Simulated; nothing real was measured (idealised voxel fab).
voxel spacer lines: a process module
Shown is cross-section cut, with a width of 270 nm and square cells of size 5 nm.
When this document writes out a cross-section, it uses a grid of square cells and lists it as bands, beginning at the top and moving down, with a band standing for one or more rows of cells.
Per band: top height and bottom height in nm, followed by the left-to-right materials and their widths in nm; "everywhere" marks a single material spanning edge to edge, "empty" marks empty space.
A quick word on heights: they are counted from 0, and under that level the wafer as it came to us is one material throughout. The lowest band is different from the rest in having no bottom; it simply continues downward, written as in "0 -> down".
Width: "30->40" (first number = top row, second number = bottom row, same change from row to row of cells).
No cell of the cross-section changed in a step that is given as "no alterations made".
Entry "Closed void inventory" = empty spaces >= 8 cells with no open way to the top; each as width x height at distance, distance from left edge, all nm.
Heads up: the bit after the settings on a step's line is the simulator's remark on that step.
overlay nm, on a step with a mask: how far to the right of its planned place the mask lay; to the left if negative
[This section lists the process steps that were planned]
1) RECEIVE: material Si
2) CONFORMAL_DEP: material SiO2, thk nm 10
3) DIRECTIONAL_DEP: material W, thk nm 20
4) DIRECTIONAL_DEP: material polySi, thk nm 25
5) PATTERN: tone cover, mask id MANDREL, material resist, width nm 15, pitch nm 60, thk nm 35, overlay nm 0
6) DIRECTIONAL_ETCH: etch materials polySi, depth nm 25
7) STRIP: etch materials resist
8) CONFORMAL_DEP: material SiN, thk nm 15
9) DIRECTIONAL_ETCH: etch materials SiN, depth nm 15
10) STRIP: etch materials polySi
11) DIRECTIONAL_ETCH: etch materials W, depth nm 20
12) STRIP: etch materials SiN
13) FILL_DEP: material lowk, thk nm 5
14) CMP: height nm 30
[Cross-section of the wafer upon arrival, representing the state reached after step 1]
> 0 -> down | Si everywhere
> Closed void inventory: none
[Post-module cross-section of the first of two wafers (run per plan)]
> 30 -> 10 | lowk: 50  W: 15  lowk: 15  W: 15  lowk: 15  W: 15  lowk: 15  W: 15  lowk: 15  W: 15  lowk: 15  W: 15  lowk: 55
> 10 -> 0 | SiO2 everywhere
> 0 -> down | Si everywhere
> Closed void inventory: none
[What the second wafer looks like in cross-section once the module is done. Its start and its plan matched the first wafer's exactly; what differed was one mistake in how it was run]
> 30 -> 10 | polySi everywhere
> 10 -> 0 | SiO2 everywhere
> 0 -> down | Si everywhere
> Closed void inventory: none
Run error: steps 3 and 4 traded places in the executed sequence
at the end the second wafer has, in cells: 72 fewer of W; 144 fewer of lowk; 216 more of polySi
